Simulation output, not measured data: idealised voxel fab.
The following process module bears the name voxel air gaps.
Section cut is 215 nm wide and gridded with 5 nm square cells.
Cross-section format: a grid of square cells, given as bands from top to bottom; each band is one or more rows of cells. Top height, bottom height, nm. Materials left to right, width each, nm. Single material + "full width" = fills band edge to edge. "blank" = empty. Convention: height 0 is the level below which the wafer, as received, is all one material. The lowest band does not terminate at the bottom but continues downward, represented as "from 0 down". Width spec "30..40" -> top row of cells at first value, bottom row at second value, equal per-row change in between. "same as before" means the step left every cell of the cross-section as it was. The entry "Sealed-off cavities" lists the empty spaces that cover at least 8 cells and have no open path to the top. Each is written as width x height at distance, where the distance is measured from the left edge and all three values are in nm. Heads up: the bit after the settings on a step's line is the simulator's remark on that step. "overlay nm" answers the question of how far to the right of plan the mask lay on a step that has a mask, and when it is negative the answer is to the left.
[Listed below are the process steps as planned]
1. RECEIVE (material Si)
2. CONFORMAL_DEP (material SiO2; thk nm 10)
3. CONFORMAL_DEP (material SiN; thk nm 5)
4. DIRECTIONAL_DEP (material lowk; thk nm 35)
5. DIRECTIONAL_DEP (material aC; thk nm 15)
6. PATTERN (tone open; mask id LINES; material resist; width nm 15; pitch nm 45; thk nm 35; overlay nm 0)
7. DIRECTIONAL_ETCH (etch materials aC; depth nm 15)
8. STRIP (etch materials resist)
9. DIRECTIONAL_ETCH (etch materials lowk; depth nm 35)
10. STRIP (etch materials aC)
11. CONFORMAL_DEP (material TiN; thk nm 5)
12. FILL_DEP (material Ru; thk nm 10)
13. CMP (height nm 50)
14. EPI (material Ru; thk nm 10)
15. SELECTIVE_ETCH (etch materials lowk; depth nm 45)
16. CONFORMAL_DEP (material SiN; thk nm 5)
[Cross-section of the wafer as it came to us, i.e., already through step 1]
  from 0 down: Si full width
  Sealed-off cavities: none
[Cross-section: first of two wafers, module finished, run according to plan]
  from 65 to 60: blank 40 nm; SiN 135 nm; blank 40 nm
  from 60 to 50: blank 40 nm; SiN 5 nm; Ru 35 nm; SiN 10 nm; Ru 35 nm; SiN 10 nm; Ru 35 nm; SiN 5 nm; blank 40 nm
  from 50 to 45: blank 40 nm; SiN 15 nm; TiN 5 nm; Ru 5 nm; TiN 5 nm; SiN 30 nm; TiN 5 nm; Ru 5 nm; TiN 5 nm; SiN 30 nm; TiN 5 nm; Ru 5 nm; TiN 5 nm; SiN 15 nm; blank 40 nm
  from 45 to 20: blank 50 nm; SiN 5 nm; TiN 5 nm; Ru 5 nm; TiN 5 nm; SiN 5 nm; blank 20 nm; SiN 5 nm; TiN 5 nm; Ru 5 nm; TiN 5 nm; SiN 5 nm; blank 20 nm; SiN 5 nm; TiN 5 nm; Ru 5 nm; TiN 5 nm; SiN 5 nm; blank 50 nm
  from 20 to 15: SiN 55 nm; TiN 15 nm; SiN 30 nm; TiN 15 nm; SiN 30 nm; TiN 15 nm; SiN 55 nm
  from 15 to 10: SiN full width
  from 10 to 0: SiO2 full width
  from 0 down: Si full width
  Sealed-off cavities: 20 x 25 at 75; 20 x 25 at 120
[Cross-sectional view of the second of two wafers upon completion of the module. This wafer shared its starting condition and process plan with the first; one error was made during its execution]
  from 65 to 60: SiN full width
  from 60 to 15: Ru full width
  from 15 to 10: SiN full width
  from 10 to 0: SiO2 full width
  from 0 down: Si full width
  Sealed-off cavities: none
Misprocessing identified: note that step 4 departed from the planned setting and was carried out as DIRECTIONAL_DEP (material Ru; thk nm 35)
End check, counted in cells, second wafer has more or fewer of these materials than the first: Ru: 327 more; SiN: 78 fewer; TiN: 45 fewer
Closed voids, final: 2 / 0 (first wafer / second wafer).
